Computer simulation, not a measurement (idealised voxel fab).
process module | voxel ribs on slabs
cross-section cut | 220 nm wide | cells 5 nm
A cross-section is a grid of square cells, given in bands from the top down. A band is one or more rows of cells.
Each band's line starts with the height of the band's top and of its bottom, in nm. Then come its materials from left to right, each with its width in nm. One material with "throughout" fills the band from edge to edge. "air" is empty space.
Height 0 is the level under which the wafer as received is all one material. The lowest band goes on downwards, as in "0 down".
A width such as "30 to 40" changes by the same amount from each row of cells to the next, from the band's top row to its bottom row.
"no change" after a step means that no cell of the cross-section changed.
closed voids: empty space of 8 cells or more with no open way to the top, each as width x height at its distance from the left edge, in nm
after a step's settings: what the simulator itself notes on the step
overlay nm, on a step with a mask: how far to the right of its planned place the mask lay; to the left if negative
plan
1 op RECEIVE | material Si
2 op DIRECTIONAL_DEP | material SiO2 | thk nm 20
3 op DIRECTIONAL_DEP | material polySi | thk nm 20
4 op PATTERN | tone cover | mask id RIB | material resist | width nm 20 | thk nm 20 | overlay nm 0
5 op DIRECTIONAL_ETCH | etch materials polySi | depth nm 5
6 op STRIP | etch materials resist
7 op DIRECTIONAL_DEP | material aC | thk nm 10
8 op PATTERN | tone cover | mask id SLAB | material resist | width nm 70 | thk nm 30 | overlay nm 0
9 op DIRECTIONAL_ETCH | etch materials aC | depth nm 10
10 op STRIP | etch materials resist
11 op DIRECTIONAL_ETCH | etch materials polySi | depth nm 15
12 op STRIP | etch materials aC
13 op FILL_DEP | material SiO2 | thk nm 20
14 op CMP | height nm 55
15 op DIRECTIONAL_DEP | material TiN | thk nm 10
16 op PATTERN | tone cover | mask id HEATER | material resist | width nm 30 | thk nm 15 | overlay nm 0
17 op DIRECTIONAL_ETCH | etch materials TiN | depth nm 10
18 op STRIP | etch materials resist
19 op CONFORMAL_DEP | material SiN | thk nm 5
as received, after step 1
  0 down: Si throughout
  closed voids: none
first wafer at the end, as planned
  70 to 65: air 90 | SiN 40 | air 90
  65 to 60: air 90 | SiN 5 | TiN 30 | SiN 5 | air 90
  60 to 55: SiN 95 | TiN 30 | SiN 95
  55 to 40: SiO2 throughout
  40 to 35: SiO2 100 | polySi 20 | SiO2 100
  35 to 20: SiO2 75 | polySi 70 | SiO2 75
  20 to 0: SiO2 throughout
  0 down: Si throughout
  closed voids: none
second wafer at the end: like start, like plan, one mistake
  70 to 65: SiN throughout
  65 to 55: aC throughout
  55 to 40: SiO2 throughout
  40 to 35: SiO2 100 | polySi 20 | SiO2 100
  35 to 20: SiO2 75 | polySi 70 | SiO2 75
  20 to 0: SiO2 throughout
  0 down: Si throughout
  closed voids: none
what went wrong: step 15 ran as: op DIRECTIONAL_DEP | material aC | thk nm 10
at the end the second wafer has, in cells: 4 fewer of SiN | 12 fewer of TiN | 88 more of aC
